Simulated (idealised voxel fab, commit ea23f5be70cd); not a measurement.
You're looking at the process module voxel ribs on slabs.
FYI the section here is cut, 145 nm wide, cells are 5 nm squares.
Square cells in a grid make up a cross-section in this document, and the grid is given as bands, listed from the top down, each one or more rows of cells.
Band: top height; bottom height; in nm. Then, left to right: material with width in nm, for each material. "full width": a single material spanning edge to edge. "blank": empty space.
Zero point of the height axis is 0; under it, received wafer = one material. Lowest band: continues down indefinitely, "0 and below".
The two numbers in a width such as "30 to 40" mark its ends across the band: the first belongs to the top row of cells, the second to the bottom row, and from each row to the next the width moves by the same amount.
Step marked "no change occurred"? Then no cell in the cross-section changed in it.
"closed voids": empty spaces of 8 cells or more with no open way to the top, each given as width x height at distance, distance from the left edge, all in nm.
Text after the settings on a step's line: the simulator's own remark on that step.
Regarding "overlay nm": on a step with a mask, it is the distance the mask lay to the right of its planned place; a negative value places it to the left.
The process steps that were planned are listed below:
| 1 | op RECEIVE | material Si |
| 2 | op DIRECTIONAL_DEP | material SiO2 | thk nm 25 |
| 3 | op DIRECTIONAL_DEP | material polySi | thk nm 15 |
| 4 | op DIRECTIONAL_DEP | material aC | thk nm 15 |
| 5 | op PATTERN | tone cover | mask id RIB | material resist | width nm 25 | thk nm 35 | overlay nm 0 |
| 6 | op DIRECTIONAL_ETCH | etch materials aC | depth nm 15 |
| 7 | op STRIP | etch materials resist |
| 8 | op DIRECTIONAL_ETCH | etch materials polySi | depth nm 10 |
| 9 | op STRIP | etch materials aC |
| 10 | op DIRECTIONAL_DEP | material aC | thk nm 10 |
| 11 | op PATTERN | tone cover | mask id SLAB | material resist | width nm 85 | thk nm 25 | overlay nm 0 |
| 12 | op DIRECTIONAL_ETCH | etch materials aC | depth nm 10 |
| 13 | op STRIP | etch materials resist |
| 14 | op DIRECTIONAL_ETCH | etch materials polySi | depth nm 5 |
| 15 | op STRIP | etch materials aC |
| 16 | op FILL_DEP | material SiO2 | thk nm 20 |
| 17 | op CMP | height nm 50 |
| 18 | op DIRECTIONAL_DEP | material W | thk nm 10 |
| 19 | op PATTERN | tone cover | mask id HEATER | material resist | width nm 35 | thk nm 15 | overlay nm 0 |
| 20 | op DIRECTIONAL_ETCH | etch materials W | depth nm 10 |
| 21 | op STRIP | etch materials resist |
| 22 | op CONFORMAL_DEP | material SiN | thk nm 10 |
Shown in cross-section is the wafer as received, that is, as it stands after step 1:
    0 and below: Si full width
    closed voids: none
Below is the wafer in cross-section after the module was completed. It began from the starting point shown above and followed the plan shown above, except that one mistake was made while running it:
    70 down to 60: blank 45; SiN 55; blank 45
    60 down to 50: SiN 55; W 35; SiN 55
    50 down to 40: SiO2 60 to 30; polySi 25 to 85; SiO2 60 to 30
    40 down to 25: polySi full width
    25 down to 0: SiO2 full width
    0 and below: Si full width
    closed voids: none
Which mistake was made when the wafer was run? plan step 3 was conducted twice
